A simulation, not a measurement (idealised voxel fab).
A process module follows: voxel gate over fins.
In the cross-section labelled cut, the width is 215 nm and each square cell is 5 nm.
If you're reading a cross-section in this doc, picture square cells in a grid; it comes to you as bands, top ones listed first down to the bottom, and a band can be one or more rows of cells. A band entry consists of two parts. The first gives the height of the band's top and the height of its bottom, in nm. The rest lists the band's materials from left to right, each with its width in nm. A single material labelled with the word "full width" fills the band from edge to edge, and the word "air" marks empty space. Heights from 0 (as-received wafer is one material below). Bottom band endless downward, as "top 0, no bottom". With a width like "30->40", each row of cells in the band differs from the next by the same amount, the top row carrying the first number and the bottom row the second. Step marked "identical to before"? Then no cell in the cross-section changed in it. If an empty space has no open way to the top and is at least 8 cells in size, "Voids lacking openings" lists it, written width x height at distance, where distance is measured from the left edge and every value is in nm. Read whatever lies past the settings on a step's line as the simulator's own remark about the step. You can add "overlay nm" to a step's line. For a step with a mask, it describes how far the mask lay to the right of its planned position, and a negative number describes a lay to the left.
The steps planned for the process are as follows:
1. RECEIVE with material Si
2. CONFORMAL_DEP with material SiN, thk nm 5
3. MASKED_ETCH with tone cover, mask id FINS, width nm 15, pitch nm 40, etch materials SiN, depth nm 5, overlay nm 0
4. MASKED_ETCH with tone cover, mask id FINS, width nm 15, pitch nm 40, etch materials Si, depth nm 35, overlay nm 0
5. FILL_DEP with material SiO2, thk nm 15
6. CMP with height nm 5
7. SELECTIVE_ETCH with etch materials SiO2, depth nm 20
8. STRIP with etch materials SiN
9. CONFORMAL_DEP with material HfO2, thk nm 5
10. CONFORMAL_DEP with material TiN, thk nm 5
11. FILL_DEP with material W, thk nm 15
12. CMP with height nm 20
13. CONFORMAL_DEP with material SiN, thk nm 5
Below: the first of two wafers, run as planned:
This is the cross-section of the wafer as we received it, i.e. after step 1:
- top 0, no bottom  Si full width
- Voids lacking openings: none
How the wafer stands in section after step 2:
- top 5, bottom 0  SiN full width
- Nothing below the height 0 has changed.
How the wafer stands in section after step 3:
- top 5, bottom 0  80 air / 15 SiN / 25 air / 15 SiN / 80 air
- Nothing below the height 0 has changed.
How the wafer stands in section after step 4:
- top 5, bottom 0  80 air / 15 SiN / 25 air / 15 SiN / 80 air
- top 0, bottom -35  80 air / 15 Si / 25 air / 15 Si / 80 air
- Nothing below the height -35 has changed.
How the wafer stands in section after step 5:
- top 20, bottom 5  SiO2 full width
- top 5, bottom 0  80 SiO2 / 15 SiN / 25 SiO2 / 15 SiN / 80 SiO2
- top 0, bottom -35  80 SiO2 / 15 Si / 25 SiO2 / 15 Si / 80 SiO2
- Nothing below the height -35 has changed.
How the wafer stands in section after step 6:
- top 5, bottom 0  80 SiO2 / 15 SiN / 25 SiO2 / 15 SiN / 80 SiO2
- Nothing below the height 0 has changed.
How the wafer stands in section after step 7:
- top 5, bottom 0  80 air / 15 SiN / 25 air / 15 SiN / 80 air
- top 0, bottom -15  80 air / 15 Si / 25 air / 15 Si / 80 air
- Nothing below the height -15 has changed.
How the wafer stands in section after step 8:
- top 0, bottom -15  80 air / 15 Si / 25 air / 15 Si / 80 air
- Nothing below the height -15 has changed.
How the wafer stands in section after step 9:
- top 5, bottom 0  75 air / 25 HfO2 / 15 air / 25 HfO2 / 75 air
- top 0, bottom -10  75 air / 5 HfO2 / 15 Si / 5 HfO2 / 15 air / 5 HfO2 / 15 Si / 5 HfO2 / 75 air
- top -10, bottom -15  80 HfO2 / 15 Si / 25 HfO2 / 15 Si / 80 HfO2
- Nothing below the height -15 has changed.
How the wafer stands in section after step 10:
- top 10, bottom 5  70 air / 35 TiN / 5 air / 35 TiN / 70 air
- top 5, bottom 0  70 air / 5 TiN / 25 HfO2 / 5 TiN / 5 air / 5 TiN / 25 HfO2 / 5 TiN / 70 air
- top 0, bottom -5  70 air / 5 TiN / 5 HfO2 / 15 Si / 5 HfO2 / 5 TiN / 5 air / 5 TiN / 5 HfO2 / 15 Si / 5 HfO2 / 5 TiN / 70 air
- top -5, bottom -10  75 TiN / 5 HfO2 / 15 Si / 5 HfO2 / 15 TiN / 5 HfO2 / 15 Si / 5 HfO2 / 75 TiN
- Nothing below the height -10 has changed.
How the wafer stands in section after step 11:
- top 25, bottom 10  W full width
- top 10, bottom 5  70 W / 35 TiN / 5 W / 35 TiN / 70 W
- top 5, bottom 0  70 W / 5 TiN / 25 HfO2 / 5 TiN / 5 W / 5 TiN / 25 HfO2 / 5 TiN / 70 W
- top 0, bottom -5  70 W / 5 TiN / 5 HfO2 / 15 Si / 5 HfO2 / 5 TiN / 5 W / 5 TiN / 5 HfO2 / 15 Si / 5 HfO2 / 5 TiN / 70 W
- Nothing below the height -5 has changed.
How the wafer stands in section after step 12:
- top 20, bottom 10  W full width
- Nothing below the height 10 has changed.
How the wafer stands in section after step 13:
- top 25, bottom 20  SiN full width
- Nothing below the height 20 has changed.
Okay, second wafer. Nothing different at the start, nothing different in the plan, just one mistake somewhere in the running. As far as step 8, counting that step, it's the first wafer all over again:
Second wafer, cross-section, planned end of step 9:
- top 5, bottom 0  75 air / 25 TiN / 15 air / 25 TiN / 75 air
- top 0, bottom -10  75 air / 5 TiN / 15 Si / 5 TiN / 15 air / 5 TiN / 15 Si / 5 TiN / 75 air
- top -10, bottom -15  80 TiN / 15 Si / 25 TiN / 15 Si / 80 TiN
- Nothing below the height -15 has changed.
Second wafer, cross-section, planned end of step 10:
- top 10, bottom 5  70 air / 35 HfO2 / 5 air / 35 HfO2 / 70 air
- top 5, bottom 0  70 air / 5 HfO2 / 25 TiN / 5 HfO2 / 5 air / 5 HfO2 / 25 TiN / 5 HfO2 / 70 air
- top 0, bottom -5  70 air / 5 HfO2 / 5 TiN / 15 Si / 5 TiN / 5 HfO2 / 5 air / 5 HfO2 / 5 TiN / 15 Si / 5 TiN / 5 HfO2 / 70 air
- top -5, bottom -10  75 HfO2 / 5 TiN / 15 Si / 5 TiN / 15 HfO2 / 5 TiN / 15 Si / 5 TiN / 75 HfO2
- Nothing below the height -10 has changed.
Second wafer, cross-section, planned end of step 11:
- top 25, bottom 10  W full width
- top 10, bottom 5  70 W / 35 HfO2 / 5 W / 35 HfO2 / 70 W
- top 5, bottom 0  70 W / 5 HfO2 / 25 TiN / 5 HfO2 / 5 W / 5 HfO2 / 25 TiN / 5 HfO2 / 70 W
- top 0, bottom -5  70 W / 5 HfO2 / 5 TiN / 15 Si / 5 TiN / 5 HfO2 / 5 W / 5 HfO2 / 5 TiN / 15 Si / 5 TiN / 5 HfO2 / 70 W
- Nothing below the height -5 has changed.
Second wafer, cross-section, planned end of step 12:
- top 20, bottom 10  W full width
- Nothing below the height 10 has changed.
Second wafer, cross-section, planned end of step 13:
- top 25, bottom 20  SiN full width
- Nothing below the height 20 has changed.
The mistake made against the process plan was this: it was found that steps 9 and 10 of the process plan had been performed in exchanged positions
Heads up: at the end the two wafers have identical cell counts per material, they're just laid out differently.
